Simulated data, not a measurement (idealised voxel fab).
process module | voxel ribs on slabs
cross-section cut | 215 nm wide | cells 5 nm
A cross-section is a grid of square cells, given in bands from the top down. A band is one or more rows of cells.
Each band's line starts with the height of the band's top and of its bottom, in nm. Then come its materials from left to right, each with its width in nm. One material with "throughout" fills the band from edge to edge. "air" is empty space.
Height 0 is the level under which the wafer as received is all one material. The lowest band goes on downwards, as in "0 down".
A width such as "30 to 40" changes by the same amount from each row of cells to the next, from the band's top row to its bottom row.
"no change" after a step means that no cell of the cross-section changed.
closed voids: empty space of 8 cells or more with no open way to the top, each as width x height at its distance from the left edge, in nm
after a step's settings: what the simulator itself notes on the step
overlay nm, on a step with a mask: how far to the right of its planned place the mask lay; to the left if negative
plan
1 op RECEIVE | material Si
2 op DIRECTIONAL_DEP | material SiO2 | thk nm 25
3 op DIRECTIONAL_DEP | material SiN | thk nm 15
4 op PATTERN | tone cover | mask id RIB | material resist | width nm 25 | thk nm 15 | overlay nm 0
5 op DIRECTIONAL_ETCH | etch materials SiN | depth nm 5
6 op STRIP | etch materials resist
7 op PATTERN | tone cover | mask id SLAB | material resist | width nm 55 | thk nm 15 | overlay nm 0
8 op DIRECTIONAL_ETCH | etch materials SiN | depth nm 10
9 op STRIP | etch materials resist
10 op FILL_DEP | material SiO2 | thk nm 25
11 op CMP | height nm 60
12 op DIRECTIONAL_DEP | material TiN | thk nm 10
13 op DIRECTIONAL_DEP | material aC | thk nm 15
14 op PATTERN | tone cover | mask id HEATER | material resist | width nm 35 | thk nm 35 | overlay nm 0
15 op DIRECTIONAL_ETCH | etch materials aC | depth nm 15
16 op STRIP | etch materials resist
17 op DIRECTIONAL_ETCH | etch materials TiN | depth nm 10
18 op STRIP | etch materials aC
19 op CONFORMAL_DEP | material SiO2 | thk nm 10
first wafer, as planned
as received, after step 1
  0 down: Si throughout
  closed voids: none
after step 2
  25 to 0: SiO2 throughout
  below 0: unchanged
after step 3
  40 to 25: SiN throughout
  below 25: unchanged
after step 4
  55 to 40: air 95 | resist 25 | air 95
  below 40: unchanged
after step 5
  55 to 40: air 95 | resist 25 | air 95
  40 to 35: air 95 | SiN 25 | air 95
  below 35: unchanged
after step 6
  40 to 35: air 95 | SiN 25 | air 95
  below 35: unchanged
after step 7
  55 to 40: air 80 | resist 55 | air 80
  40 to 35: air 80 | resist 15 | SiN 25 | resist 15 | air 80
  below 35: unchanged
after step 8
  55 to 40: air 80 | resist 55 | air 80
  40 to 35: air 80 | resist 15 | SiN 25 | resist 15 | air 80
  35 to 25: air 80 | SiN 55 | air 80
  below 25: unchanged
after step 9
  40 to 35: air 95 | SiN 25 | air 95
  below 35: unchanged
after step 10
  65 to 40: SiO2 throughout
  40 to 35: SiO2 95 | SiN 25 | SiO2 95
  35 to 25: SiO2 80 | SiN 55 | SiO2 80
  below 25: unchanged
after step 11
  60 to 40: SiO2 throughout
  below 40: unchanged
after step 12
  70 to 60: TiN throughout
  below 60: unchanged
after step 13
  85 to 70: aC throughout
  below 70: unchanged
after step 14
  120 to 85: air 90 | resist 35 | air 90
  below 85: unchanged
after step 15
  105 to 85: air 90 | resist 35 | air 90
  85 to 70: air 90 | aC 35 | air 90
  below 70: unchanged
after step 16
  85 to 70: air 90 | aC 35 | air 90
  below 70: unchanged
after step 17
  85 to 70: air 90 | aC 35 | air 90
  70 to 60: air 90 | TiN 35 | air 90
  below 60: unchanged
after step 18
  70 to 60: air 90 | TiN 35 | air 90
  below 60: unchanged
after step 19
  80 to 70: air 80 | SiO2 55 | air 80
  70 to 60: SiO2 90 | TiN 35 | SiO2 90
  below 60: unchanged
second wafer: like start, like plan, one mistake. Through step 3 it matches the first wafer
when step 4 should have ended
  55 to 40: resist 95 | air 25 | resist 95
  below 40: unchanged
when step 5 should have ended
  55 to 40: resist 95 | air 25 | resist 95
  40 to 35: SiN 95 | air 25 | SiN 95
  below 35: unchanged
when step 6 should have ended
  40 to 35: SiN 95 | air 25 | SiN 95
  below 35: unchanged
when step 7 should have ended
  55 to 40: air 80 | resist 55 | air 80
  40 to 35: SiN 95 | resist 25 | SiN 95
  below 35: unchanged
when step 8 should have ended
  55 to 40: air 80 | resist 55 | air 80
  40 to 35: air 80 | SiN 15 | resist 25 | SiN 15 | air 80
  35 to 30: air 80 | SiN 55 | air 80
  below 30: unchanged
when step 9 should have ended
  40 to 35: air 80 | SiN 15 | air 25 | SiN 15 | air 80
  below 35: unchanged
when step 10 should have ended
  65 to 40: SiO2 throughout
  40 to 35: SiO2 80 | SiN 15 | SiO2 25 | SiN 15 | SiO2 80
  35 to 30: SiO2 80 | SiN 55 | SiO2 80
  below 30: unchanged
when step 11 should have ended
  60 to 40: SiO2 throughout
  below 40: unchanged
when step 12 should have ended
  70 to 60: TiN throughout
  below 60: unchanged
when step 13 should have ended
  85 to 70: aC throughout
  below 70: unchanged
when step 14 should have ended
  120 to 85: air 90 | resist 35 | air 90
  below 85: unchanged
when step 15 should have ended
  105 to 85: air 90 | resist 35 | air 90
  85 to 70: air 90 | aC 35 | air 90
  below 70: unchanged
when step 16 should have ended
  85 to 70: air 90 | aC 35 | air 90
  below 70: unchanged
when step 17 should have ended
  85 to 70: air 90 | aC 35 | air 90
  70 to 60: air 90 | TiN 35 | air 90
  below 60: unchanged
when step 18 should have ended
  70 to 60: air 90 | TiN 35 | air 90
  below 60: unchanged
when step 19 should have ended
  80 to 70: air 80 | SiO2 55 | air 80
  70 to 60: SiO2 90 | TiN 35 | SiO2 90
  below 60: unchanged
what went wrong: step 4 ran as: op PATTERN | tone open | mask id RIB | material resist | width nm 25 | thk nm 15 | overlay nm 0
at the end the second wafer has, in cells: 33 more of SiN | 33 fewer of SiO2
